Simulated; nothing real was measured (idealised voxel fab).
process module | voxel transistor to metal
cross-section cut | 190 nm wide | cells 5 nm
A cross-section is a grid of square cells, given in bands from the top down. A band is one or more rows of cells.
Each band's line starts with the height of the band's top and of its bottom, in nm. Then come its materials from left to right, each with its width in nm. One material with "throughout" fills the band from edge to edge. "air" is empty space.
Height 0 is the level under which the wafer as received is all one material. The lowest band goes on downwards, as in "0 down".
A width such as "30 to 40" changes by the same amount from each row of cells to the next, from the band's top row to its bottom row.
"no change" after a step means that no cell of the cross-section changed.
closed voids: empty space of 8 cells or more with no open way to the top, each as width x height at its distance from the left edge, in nm
after a step's settings: what the simulator itself notes on the step
overlay nm, on a step with a mask: how far to the right of its planned place the mask lay; to the left if negative
plan
1 op RECEIVE | material Si
2 op OXIDIZE | depth nm 5
3 op CONFORMAL_DEP | material SiN | thk nm 15
4 op DIRECTIONAL_DEP | material aC | thk nm 10
5 op PATTERN | tone cover | mask id ACTIVE | material resist | width nm 110 | thk nm 30 | overlay nm 0
6 op DIRECTIONAL_ETCH | etch materials aC | depth nm 10
7 op STRIP | etch materials resist
8 op DIRECTIONAL_ETCH | etch materials SiN | depth nm 15
9 op DIRECTIONAL_ETCH | etch materials SiO2 | depth nm 5
10 op DIRECTIONAL_ETCH | etch materials Si | depth nm 25
11 op STRIP | etch materials aC
12 op OXIDIZE | depth nm 5
13 op FILL_DEP | material SiO2 | thk nm 10
14 op CMP | height nm 15
15 op SELECTIVE_ETCH | etch materials SiO2 | depth nm 10
16 op STRIP | etch materials SiN
17 op SELECTIVE_ETCH | etch materials SiO2 | depth nm 5
18 op OXIDIZE | depth nm 5
19 op DIRECTIONAL_DEP | material polySi | thk nm 20
20 op DIRECTIONAL_DEP | material SiCN | thk nm 15
21 op PATTERN | tone cover | mask id GATE | material resist | width nm 20 | thk nm 15 | overlay nm 0
22 op DIRECTIONAL_ETCH | etch materials SiCN | depth nm 25
23 op DIRECTIONAL_ETCH | etch materials polySi | depth nm 30
24 op STRIP | etch materials resist
25 op CONFORMAL_DEP | material SiN | thk nm 5
26 op DIRECTIONAL_ETCH | etch materials SiN | depth nm 5
27 op DIRECTIONAL_ETCH | etch materials SiO2 | depth nm 5
28 op EPI | material pSi | thk nm 5
29 op FILL_DEP | material SiO2 | thk nm 10
30 op CMP | height nm 30
31 op DIRECTIONAL_DEP | material SiO2 | thk nm 15
32 op DIRECTIONAL_DEP | material aC | thk nm 15
33 op PATTERN | tone open | mask id CONTACT | material resist | width nm 35 | pitch nm 65 | thk nm 35 | overlay nm 0
34 op DIRECTIONAL_ETCH | etch materials aC | depth nm 15
35 op STRIP | etch materials resist
36 op DIRECTIONAL_ETCH | etch materials SiO2 | depth nm 50
37 op STRIP | etch materials aC
38 op CONFORMAL_DEP | material TiN | thk nm 5
39 op FILL_DEP | material Ru | thk nm 10
40 op CMP | height nm 45
41 op CONFORMAL_DEP | material SiCN | thk nm 5
42 op DIRECTIONAL_DEP | material lowk | thk nm 25
43 op DIRECTIONAL_DEP | material aC | thk nm 10
44 op PATTERN | tone open | mask id METAL_1 | material resist | width nm 20 | pitch nm 80 | thk nm 25 | overlay nm 0
45 op DIRECTIONAL_ETCH | etch materials aC | depth nm 10
46 op STRIP | etch materials resist
47 op DIRECTIONAL_ETCH | etch materials lowk | depth nm 25
48 op DIRECTIONAL_ETCH | etch materials SiCN | depth nm 5
49 op STRIP | etch materials aC
50 op CONFORMAL_DEP | material TiN | thk nm 5
51 op FILL_DEP | material Cu | thk nm 5
52 op CMP | height nm 75
53 op CONFORMAL_DEP | material SiCN | thk nm 5
as received, after step 1
  0 down: Si throughout
  closed voids: none
a wafer at the end: this start, this plan, one mistake
  80 to 75: SiCN throughout
  75 to 50: lowk 45 | TiN 5 | Cu 10 | TiN 5 | lowk 60 | TiN 5 | Cu 10 | TiN 5 | lowk 45
  50 to 45: SiCN 45 | TiN 20 | SiCN 60 | TiN 20 | SiCN 45
  45 to 30: SiO2 45 | TiN 5 | Ru 25 | TiN 5 | SiO2 30 | TiN 5 | Ru 25 | TiN 5 | SiO2 45
  30 to 15: SiO2 45 | TiN 5 | Ru 25 | TiN 5 | SiN 5 | SiCN 20 | SiN 5 | TiN 5 | Ru 25 | TiN 5 | SiO2 45
  15 to 10: SiO2 45 | TiN 35 | SiN 5 | polySi 20 | SiN 5 | TiN 35 | SiO2 45
  10 to 0: SiO2 80 | SiN 5 | polySi 20 | SiN 5 | SiO2 80
  0 to -5: SiO2 35 | SiN 5 | SiO2 40 | SiN 5 | polySi 20 | SiN 5 | SiO2 40 | SiN 5 | SiO2 35
  -5 to -10: SiO2 40 | pSi 40 | SiO2 30 | pSi 40 | SiO2 40
  -10 to -35: SiO2 45 | Si 100 | SiO2 45
  -35 down: Si throughout
  closed voids: none
what went wrong: step 31 was run twice
